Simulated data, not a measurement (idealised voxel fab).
The process module that follows is named voxel transistor to metal.
The width of the displayed cross-section, cut, is 185 nm; its cells are square, with a size of 5 nm.
Cross-section layout: square cells on a grid; listed as bands, top to bottom; a band spans one or more cell rows. Band entry format. Leading values: height of top, height of bottom, nm. Remainder: materials in left-to-right order, each with its width in nm. Special words: "full width" on a single material, which then fills the band edge to edge; "empty", empty space. Heads up on the height convention: 0 is the point under which the incoming wafer is all one material, and the lowest band has no bottom, it just keeps going down, like "0 and below". Quick explanation for "30->40": the width changes in equal steps down the rows of cells, from the first number in the band's top row to the second number in its bottom row. Take "no modifications" at face value: in the step it is given for, the cross-section changed in none of its cells. "closed voids" lists enclosed empty spaces (at least 8 cells, no open path upward to the top), each as width x height at distance from the left edge, in nm. Step line, after settings: the simulator's comment on this step. Regarding "overlay nm": on a step with a mask, it is the distance the mask lay to the right of its planned place; a negative value places it to the left.

[Listed below are the process steps as planned]
1,RECEIVE [material Si]
2,OXIDIZE [depth nm 5]
3,CONFORMAL_DEP [material SiN] [thk nm 15]
4,DIRECTIONAL_DEP [material aC] [thk nm 10]
5,PATTERN [tone cover] [mask id ACTIVE] [material resist] [width nm 105] [thk nm 30] [overlay nm 0]
6,DIRECTIONAL_ETCH [etch materials aC] [depth nm 10]
7,STRIP [etch materials resist]
8,DIRECTIONAL_ETCH [etch materials SiN] [depth nm 15]
9,DIRECTIONAL_ETCH [etch materials SiO2] [depth nm 5]
10,DIRECTIONAL_ETCH [etch materials Si] [depth nm 35]
11,STRIP [etch materials aC]
12,FILL_DEP [material SiO2] [thk nm 10]
13,CMP [height nm 15]
14,SELECTIVE_ETCH [etch materials SiO2] [depth nm 10]
15,STRIP [etch materials SiN]
16,SELECTIVE_ETCH [etch materials SiO2] [depth nm 5]
17,OXIDIZE [depth nm 5]
18,DIRECTIONAL_DEP [material polySi] [thk nm 20]
19,DIRECTIONAL_DEP [material SiCN] [thk nm 10]
20,MASKED_ETCH [tone cover] [mask id GATE] [width nm 25] [etch materials SiCN] [depth nm 20] [overlay nm 0]
21,MASKED_ETCH [tone cover] [mask id GATE] [width nm 25] [etch materials polySi] [depth nm 30] [overlay nm 0]
22,CONFORMAL_DEP [material SiN] [thk nm 5]
23,DIRECTIONAL_ETCH [etch materials SiN] [depth nm 5]
24,DIRECTIONAL_ETCH [etch materials SiO2] [depth nm 5]
25,DIRECTIONAL_ETCH [etch materials Si] [depth nm 10]
26,EPI [material pSi] [thk nm 10]
27,FILL_DEP [material SiO2] [thk nm 10]
28,CMP [height nm 25]
29,DIRECTIONAL_DEP [material SiO2] [thk nm 10]
30,PATTERN [tone open] [mask id CONTACT] [material resist] [width nm 30] [pitch nm 65] [thk nm 15] [overlay nm 0]
31,DIRECTIONAL_ETCH [etch materials SiO2] [depth nm 45]
32,STRIP [etch materials resist]
33,CONFORMAL_DEP [material TiN] [thk nm 5]
34,FILL_DEP [material Ru] [thk nm 10]
35,CMP [height nm 35]
36,DIRECTIONAL_DEP [material TiN] [thk nm 5]
37,DIRECTIONAL_DEP [material W] [thk nm 20]
38,DIRECTIONAL_DEP [material aC] [thk nm 15]
39,PATTERN [tone cover] [mask id METAL_1] [material resist] [width nm 15] [pitch nm 80] [thk nm 35] [overlay nm 0]
40,DIRECTIONAL_ETCH [etch materials aC] [depth nm 15]
41,STRIP [etch materials resist]
42,DIRECTIONAL_ETCH [etch materials W] [depth nm 20]
43,DIRECTIONAL_ETCH [etch materials TiN] [depth nm 5]
44,STRIP [etch materials aC]
45,FILL_DEP [material SiO2] [thk nm 10]
46,CMP [height nm 60]
47,CONFORMAL_DEP [material SiCN] [thk nm 5]
48,DIRECTIONAL_DEP [material lowk] [thk nm 30]
49,DIRECTIONAL_DEP [material aC] [thk nm 10]
50,PATTERN [tone open] [mask id METAL_2] [material resist] [width nm 15] [pitch nm 80] [thk nm 25] [overlay nm 0]
51,DIRECTIONAL_ETCH [etch materials aC] [depth nm 10]
52,STRIP [etch materials resist]
53,DIRECTIONAL_ETCH [etch materials lowk] [depth nm 15]
54,STRIP [etch materials aC]
55,DIRECTIONAL_DEP [material aC] [thk nm 10]
56,PATTERN [tone open] [mask id METAL_2_HOLES] [material resist] [width nm 15] [pitch nm 80] [thk nm 25] [overlay nm 0]
57,DIRECTIONAL_ETCH [etch materials aC] [depth nm 10]
58,STRIP [etch materials resist]
59,DIRECTIONAL_ETCH [etch materials lowk] [depth nm 15]
60,DIRECTIONAL_ETCH [etch materials SiCN] [depth nm 5]
61,STRIP [etch materials aC]
62,CONFORMAL_DEP [material TiN] [thk nm 5]
63,FILL_DEP [material Cu] [thk nm 10]
64,CMP [height nm 95]
65,CONFORMAL_DEP [material SiCN] [thk nm 5]

[Cross-section of the incoming wafer, state after step 1]
	0 and below = Si full width
	closed voids: none

[Cross-section, first of two wafers, end of module, run as planned]
	100 down to 95 = SiCN full width
	95 down to 65 = 45 lowk; 5 TiN; 5 Cu; 5 TiN; 65 lowk; 5 TiN; 5 Cu; 5 TiN; 45 lowk
	65 down to 60 = 45 SiCN; 15 TiN; 65 SiCN; 15 TiN; 45 SiCN
	60 down to 40 = 45 SiO2; 15 W; 65 SiO2; 15 W; 45 SiO2
	40 down to 35 = 45 SiO2; 15 TiN; 65 SiO2; 15 TiN; 45 SiO2
	35 down to 25 = 45 SiO2; 5 TiN; 20 Ru; 5 TiN; 35 SiO2; 5 TiN; 20 Ru; 5 TiN; 45 SiO2
	25 down to 15 = 45 SiO2; 5 TiN; 20 Ru; 5 TiN; 5 SiN; 25 SiCN; 5 SiN; 5 TiN; 20 Ru; 5 TiN; 45 SiO2
	15 down to 5 = 45 SiO2; 5 TiN; 20 Ru; 5 TiN; 5 SiN; 25 polySi; 5 SiN; 5 TiN; 20 Ru; 5 TiN; 45 SiO2
	5 down to 0 = 45 SiO2; 5 TiN; 10 Ru; 15 TiN; 5 SiN; 25 polySi; 5 SiN; 15 TiN; 10 Ru; 5 TiN; 45 SiO2
	0 down to -5 = 35 SiO2; 5 SiN; 5 SiO2; 5 TiN; 10 Ru; 5 TiN; 10 pSi; 5 SiN; 25 polySi; 5 SiN; 10 pSi; 5 TiN; 10 Ru; 5 TiN; 5 SiO2; 5 SiN; 35 SiO2
	-5 down to -10 = 45 SiO2; 20 TiN; 10 pSi; 35 SiO2; 10 pSi; 20 TiN; 45 SiO2
	-10 down to -20 = 40 SiO2; 35 pSi; 35 Si; 35 pSi; 40 SiO2
	-20 down to -40 = 40 SiO2; 105 Si; 40 SiO2
	-40 and below = Si full width
	closed voids: none

[Wafer two, sectioned after the module: the first wafer's start, the first wafer's plan, and one mistake in how it was run]
	100 down to 95 = SiCN full width
	95 down to 65 = 45 lowk; 5 TiN; 5 Cu; 5 TiN; 65 lowk; 5 TiN; 5 Cu; 5 TiN; 45 lowk
	65 down to 60 = 45 SiCN; 15 TiN; 65 SiCN; 15 TiN; 45 SiCN
	60 down to 40 = 45 SiO2; 15 W; 65 SiO2; 15 W; 45 SiO2
	40 down to 35 = 45 SiO2; 15 TiN; 65 SiO2; 15 TiN; 45 SiO2
	35 down to 25 = 45 SiO2; 5 TiN; 20 Ru; 5 TiN; 35 SiO2; 5 TiN; 20 Ru; 5 TiN; 45 SiO2
	25 down to 15 = 45 SiO2; 5 TiN; 20 Ru; 5 TiN; 5 SiN; 25 SiCN; 5 SiN; 5 TiN; 20 Ru; 5 TiN; 45 SiO2
	15 down to 5 = 45 SiO2; 5 TiN; 20 Ru; 5 TiN; 5 SiN; 25 polySi; 5 SiN; 5 TiN; 20 Ru; 5 TiN; 45 SiO2
	5 down to 0 = 45 SiO2; 5 TiN; 10 Ru; 15 TiN; 5 SiN; 25 polySi; 5 SiN; 15 TiN; 10 Ru; 5 TiN; 45 SiO2
	0 down to -5 = 35 SiO2; 5 SiN; 5 SiO2; 5 TiN; 10 Ru; 5 TiN; 10 pSi; 5 SiN; 25 polySi; 5 SiN; 10 pSi; 5 TiN; 10 Ru; 5 TiN; 5 SiO2; 5 SiN; 35 SiO2
	-5 down to -10 = 45 SiO2; 20 TiN; 10 pSi; 35 SiO2; 10 pSi; 20 TiN; 45 SiO2
	-10 down to -20 = 40 SiO2; 35 pSi; 35 Si; 35 pSi; 40 SiO2
	-20 down to -35 = 40 SiO2; 105 Si; 40 SiO2
	-35 and below = Si full width
	closed voids: none
Error vs. plan: step 10 did not happen as planned, as run it was DIRECTIONAL_ETCH [etch materials Si] [depth nm 30]
Final difference in cells, second wafer against first, listed per material as more or fewer: Si: 16 more, SiO2: 16 fewer
